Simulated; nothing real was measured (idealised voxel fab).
This section sets out a process module, namely voxel transistor to metal.
Xsec cut, 295 nm wide, square cell size 5 nm.
When this document writes out a cross-section, it uses a grid of square cells and lists it as bands, beginning at the top and moving down, with a band standing for one or more rows of cells.
Heights first: top, then bottom, in nm. Then materials, left to right, each with a width in nm. "everywhere" on a single material: fills the band edge to edge. "blank": empty space.
We count height from 0. Below that, the starting wafer is all one material. The lowest band never ends at the bottom but goes on down; see "0 and below" for how that is written.
A width such as "30->40" changes by the same amount from each row of cells to the next, from the band's top row to its bottom row.
Reading "remained unchanged" for a step: not a cell of the cross-section changed in it.
"Enclosed void catalog": sealed empty spaces, 8 cells or more, no open way to top, listed width x height at distance, with distance from the left edge and width, height and distance in nm.
after a step's settings: what the simulator itself notes on the step
overlay nm: how far to the right of its planned place the mask lay on this masked step (negative: to the left).
So here's the lineup of process steps we planned
1 RECEIVE,material Si
2 CONFORMAL_DEP,material SiO2,thk nm 5
3 CONFORMAL_DEP,material SiN,thk nm 15
4 PATTERN,tone cover,mask id ACTIVE,material resist,width nm 110,pitch nm 140,thk nm 20,overlay nm 0
5 DIRECTIONAL_ETCH,etch materials SiN,depth nm 15
6 DIRECTIONAL_ETCH,etch materials SiO2,depth nm 5
7 DIRECTIONAL_ETCH,etch materials Si,depth nm 35
8 STRIP,etch materials resist
9 OXIDIZE,depth nm 5
10 FILL_DEP,material SiO2,thk nm 15
11 CMP,height nm 20
12 SELECTIVE_ETCH,etch materials SiO2,depth nm 10
13 STRIP,etch materials SiN
14 SELECTIVE_ETCH,etch materials SiO2,depth nm 5
15 OXIDIZE,depth nm 5
16 DIRECTIONAL_DEP,material polySi,thk nm 30
17 DIRECTIONAL_DEP,material SiCN,thk nm 15
18 MASKED_ETCH,tone cover,mask id GATE,width nm 20,pitch nm 140,etch materials SiCN,depth nm 25,overlay nm 0
19 MASKED_ETCH,tone cover,mask id GATE,width nm 20,pitch nm 140,etch materials polySi,depth nm 40,overlay nm 0
20 CONFORMAL_DEP,material SiO2,thk nm 5
21 DIRECTIONAL_ETCH,etch materials SiO2,depth nm 5
22 CONFORMAL_DEP,material SiN,thk nm 5
23 DIRECTIONAL_ETCH,etch materials SiN,depth nm 5
24 DIRECTIONAL_ETCH,etch materials SiO2,depth nm 5
25 EPI,material nSi,thk nm 5
26 FILL_DEP,material SiO2,thk nm 5
27 CMP,height nm 45
28 DIRECTIONAL_DEP,material SiO2,thk nm 15
29 PATTERN,tone open,mask id CONTACT,material resist,width nm 35,thk nm 15,overlay nm 0
30 DIRECTIONAL_ETCH,etch materials SiO2,depth nm 60
31 STRIP,etch materials resist
32 CONFORMAL_DEP,material TiN,thk nm 5
33 FILL_DEP,material Ru,thk nm 5
34 CMP,height nm 60
35 DIRECTIONAL_DEP,material TiN,thk nm 5
36 DIRECTIONAL_DEP,material Ru,thk nm 15
37 MASKED_ETCH,tone cover,mask id METAL_1,width nm 20,etch materials Ru,depth nm 15,overlay nm 0
38 MASKED_ETCH,tone cover,mask id METAL_1,width nm 20,etch materials TiN,depth nm 5,overlay nm 0
39 FILL_DEP,material SiO2,thk nm 5
40 CMP,height nm 80
41 CONFORMAL_DEP,material SiCN,thk nm 5
42 DIRECTIONAL_DEP,material lowk,thk nm 30
43 DIRECTIONAL_DEP,material aC,thk nm 10
44 PATTERN,tone open,mask id METAL_2,material resist,width nm 20,pitch nm 140,thk nm 30,overlay nm 0
45 DIRECTIONAL_ETCH,etch materials aC,depth nm 10
46 STRIP,etch materials resist
47 DIRECTIONAL_ETCH,etch materials lowk,depth nm 15
48 STRIP,etch materials aC
49 PATTERN,tone open,mask id METAL_2_HOLES,material resist,width nm 15,pitch nm 140,thk nm 15,overlay nm 0
50 DIRECTIONAL_ETCH,etch materials lowk,depth nm 15
51 DIRECTIONAL_ETCH,etch materials SiCN,depth nm 5
52 STRIP,etch materials resist
53 CONFORMAL_DEP,material TiN,thk nm 5
54 FILL_DEP,material Ru,thk nm 10
55 CMP,height nm 115
56 CONFORMAL_DEP,material SiN,thk nm 5
Cross-section, incoming material, after step 1
  0 and below: Si everywhere
  Enclosed void catalog: none
Below is the wafer in cross-section after the module was completed. It began from the starting point shown above and followed the plan shown above, except that one mistake was made while running it
  120 down to 115: SiN everywhere
  115 down to 105: lowk 25 nm | TiN 5 nm | Ru 10 nm | TiN 5 nm | lowk 120 nm | TiN 5 nm | Ru 10 nm | TiN 5 nm | lowk 110 nm
  105 down to 100: lowk 25 nm | TiN 5 nm | Ru 5 nm | TiN 10 nm | lowk 120 nm | TiN 5 nm | Ru 5 nm | TiN 10 nm | lowk 110 nm
  100 down to 85: lowk 25 nm | TiN 5 nm | Ru 5 nm | TiN 5 nm | lowk 125 nm | TiN 5 nm | Ru 5 nm | TiN 5 nm | lowk 115 nm
  85 down to 80: SiCN 25 nm | TiN 15 nm | SiCN 125 nm | TiN 15 nm | SiCN 115 nm
  80 down to 65: SiO2 25 nm | Ru 20 nm | SiO2 60 nm | Ru 20 nm | SiO2 40 nm | Ru 20 nm | SiO2 60 nm | Ru 20 nm | SiO2 30 nm
  65 down to 60: SiO2 25 nm | TiN 20 nm | SiO2 60 nm | TiN 20 nm | SiO2 40 nm | TiN 20 nm | SiO2 60 nm | TiN 20 nm | SiO2 30 nm
  60 down to 50: SiO2 25 nm | TiN 5 nm | Ru 25 nm | TiN 5 nm | SiO2 30 nm | TiN 5 nm | Ru 25 nm | TiN 5 nm | SiO2 40 nm | TiN 5 nm | Ru 25 nm | TiN 5 nm | SiO2 30 nm | TiN 5 nm | Ru 25 nm | TiN 5 nm | SiO2 30 nm
  50 down to 45: SiO2 25 nm | TiN 5 nm | Ru 20 nm | TiN 10 nm | SiO2 30 nm | TiN 10 nm | Ru 20 nm | TiN 5 nm | SiO2 40 nm | TiN 5 nm | Ru 20 nm | TiN 10 nm | SiO2 30 nm | TiN 10 nm | Ru 20 nm | TiN 5 nm | SiO2 30 nm
  45 down to 35: SiO2 25 nm | TiN 5 nm | Ru 20 nm | TiN 5 nm | SiN 5 nm | SiO2 5 nm | SiCN 20 nm | SiO2 5 nm | SiN 5 nm | TiN 5 nm | Ru 20 nm | TiN 5 nm | SiO2 40 nm | TiN 5 nm | Ru 20 nm | TiN 5 nm | SiN 5 nm | SiO2 5 nm | SiCN 20 nm | SiO2 5 nm | SiN 5 nm | TiN 5 nm | Ru 20 nm | TiN 5 nm | SiO2 30 nm
  35 down to 5: SiO2 25 nm | TiN 5 nm | Ru 20 nm | TiN 5 nm | SiN 5 nm | SiO2 5 nm | polySi 20 nm | SiO2 5 nm | SiN 5 nm | TiN 5 nm | Ru 20 nm | TiN 5 nm | SiO2 40 nm | TiN 5 nm | Ru 20 nm | TiN 5 nm | SiN 5 nm | SiO2 5 nm | polySi 20 nm | SiO2 5 nm | SiN 5 nm | TiN 5 nm | Ru 20 nm | TiN 5 nm | SiO2 30 nm
  5 down to 0: SiO2 15 nm | SiN 5 nm | SiO2 5 nm | TiN 30 nm | SiO2 40 nm | TiN 30 nm | SiO2 5 nm | SiN 5 nm | SiO2 20 nm | SiN 5 nm | SiO2 5 nm | TiN 30 nm | SiO2 40 nm | TiN 30 nm | SiO2 5 nm | SiN 5 nm | SiO2 20 nm
  0 down to -5: nSi 15 nm | SiO2 120 nm | nSi 20 nm | SiO2 120 nm | nSi 20 nm
  -5 down to -40: Si 15 nm | SiO2 120 nm | Si 20 nm | SiO2 120 nm | Si 20 nm
  -40 and below: Si everywhere
  Enclosed void catalog: none
Deviation noted in wafer processing: step 4 ran with different settings than intended, the actual operation and settings being PATTERN,tone open,mask id ACTIVE,material resist,width nm 110,pitch nm 140,thk nm 20,overlay nm 0
